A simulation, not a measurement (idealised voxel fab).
Process module under the name voxel tone inversion
For reference, the cross-section in this document is cut, with width 270 nm and square cells of 5 nm.
Cross-section format: a grid of square cells, given as bands from top to bottom; each band is one or more rows of cells. Top height, bottom height, nm. Materials left to right, width each, nm. Single material + "all across" = fills band edge to edge. "empty" = empty. For the purposes of this specification, 0 denotes the height below which the wafer in its as-received condition is composed wholly of one material, and the lowermost band, lacking a lower limit, extends downward without end, as expressed in "0..down". You'd read "30..40" like this: the band's top row of cells is as wide as the first number, its bottom row is as wide as the second, and going down, every row changes width by the same amount as the row before did. Where a step carries "remained the same", the cross-section came out of it unchanged, cell for cell. Voids not open to the top, 8 cells minimum: see "Sealed internal voids". Written width x height at distance; distance is from the left edge; nm. Note: text after step settings on the step line = simulator remark on that step. overlay nm: mask offset rightward from planned place, masked step; negative means leftward offset.
PLANNED STEP LIST FOR THE PROCESS
1) RECEIVE (material Si)
2) CONFORMAL_DEP (material SiCN; thk nm 5)
3) DIRECTIONAL_DEP (material aC; thk nm 15)
4) PATTERN (tone cover; mask id POSTS; material resist; width nm 25; pitch nm 55; thk nm 20; overlay nm 0)
5) DIRECTIONAL_ETCH (etch materials aC; depth nm 15)
6) STRIP (etch materials resist)
7) FILL_DEP (material lowk; thk nm 5)
8) CMP (height nm 20)
9) STRIP (etch materials aC)
WAFER, FIRST OF TWO, RUN AS PLANNED
AS-RECEIVED STATE OF THE WAFER IN CROSS-SECTION, EQUIVALENT TO POST-STEP 1
    0..down = Si all across
    Sealed internal voids: none
CROSS-SECTION OF THE WAFER SUBSEQUENT TO STEP 2
    5..0 = SiCN all across
    No changes below 0.
CROSS-SECTION OF THE WAFER SUBSEQUENT TO STEP 3
    20..5 = aC all across
    No changes below 5.
CROSS-SECTION OF THE WAFER SUBSEQUENT TO STEP 4
    40..20 = 65 nm empty / 25 nm resist / 30 nm empty / 25 nm resist / 30 nm empty / 25 nm resist / 70 nm empty
    No changes below 20.
CROSS-SECTION OF THE WAFER SUBSEQUENT TO STEP 5
    25..20 = 65 nm empty / 25 nm resist / 30 nm empty / 25 nm resist / 30 nm empty / 25 nm resist / 70 nm empty
    20..5 = 65 nm empty / 25 nm aC / 30 nm empty / 25 nm aC / 30 nm empty / 25 nm aC / 70 nm empty
    No changes below 5.
CROSS-SECTION OF THE WAFER SUBSEQUENT TO STEP 6
    20..5 = 65 nm empty / 25 nm aC / 30 nm empty / 25 nm aC / 30 nm empty / 25 nm aC / 70 nm empty
    No changes below 5.
CROSS-SECTION OF THE WAFER SUBSEQUENT TO STEP 7
    25..20 = lowk all across
    20..5 = 65 nm lowk / 25 nm aC / 30 nm lowk / 25 nm aC / 30 nm lowk / 25 nm aC / 70 nm lowk
    No changes below 5.
CROSS-SECTION OF THE WAFER SUBSEQUENT TO STEP 8
    20..5 = 65 nm lowk / 25 nm aC / 30 nm lowk / 25 nm aC / 30 nm lowk / 25 nm aC / 70 nm lowk
    No changes below 5.
CROSS-SECTION OF THE WAFER SUBSEQUENT TO STEP 9
    20..5 = 65 nm lowk / 25 nm empty / 30 nm lowk / 25 nm empty / 30 nm lowk / 25 nm empty / 70 nm lowk
    No changes below 5.
THE SECOND WAFER: COMMON ORIGIN AND PLAN, ONE MISTAKE IN EXECUTION, IDENTICAL TO THE FIRST THROUGH STEP 5
X-SECTION, SECOND WAFER, WHEN STEP 6 WAS DUE TO FINISH
    20..5 = 65 nm empty / 25 nm aC / 30 nm empty / 25 nm aC / 30 nm empty / 25 nm aC / 70 nm empty
    No changes below 5.
X-SECTION, SECOND WAFER, WHEN STEP 7 WAS DUE TO FINISH
    25..20 = lowk all across
    20..5 = 65 nm lowk / 25 nm aC / 30 nm lowk / 25 nm aC / 30 nm lowk / 25 nm aC / 70 nm lowk
    No changes below 5.
X-SECTION, SECOND WAFER, WHEN STEP 8 WAS DUE TO FINISH
    20..5 = 65 nm lowk / 25 nm aC / 30 nm lowk / 25 nm aC / 30 nm lowk / 25 nm aC / 70 nm lowk
    No changes below 5.
X-SECTION, SECOND WAFER, WHEN STEP 9 WAS DUE TO FINISH
    20..5 = 65 nm lowk / 25 nm empty / 30 nm lowk / 25 nm empty / 30 nm lowk / 25 nm empty / 70 nm lowk
    No changes below 5.
Deviation noted in wafer processing: plan step 6 was twice executed
The two wafers wind up with the same cross-section at the end, so whatever this model computes is the same despite the mistake.
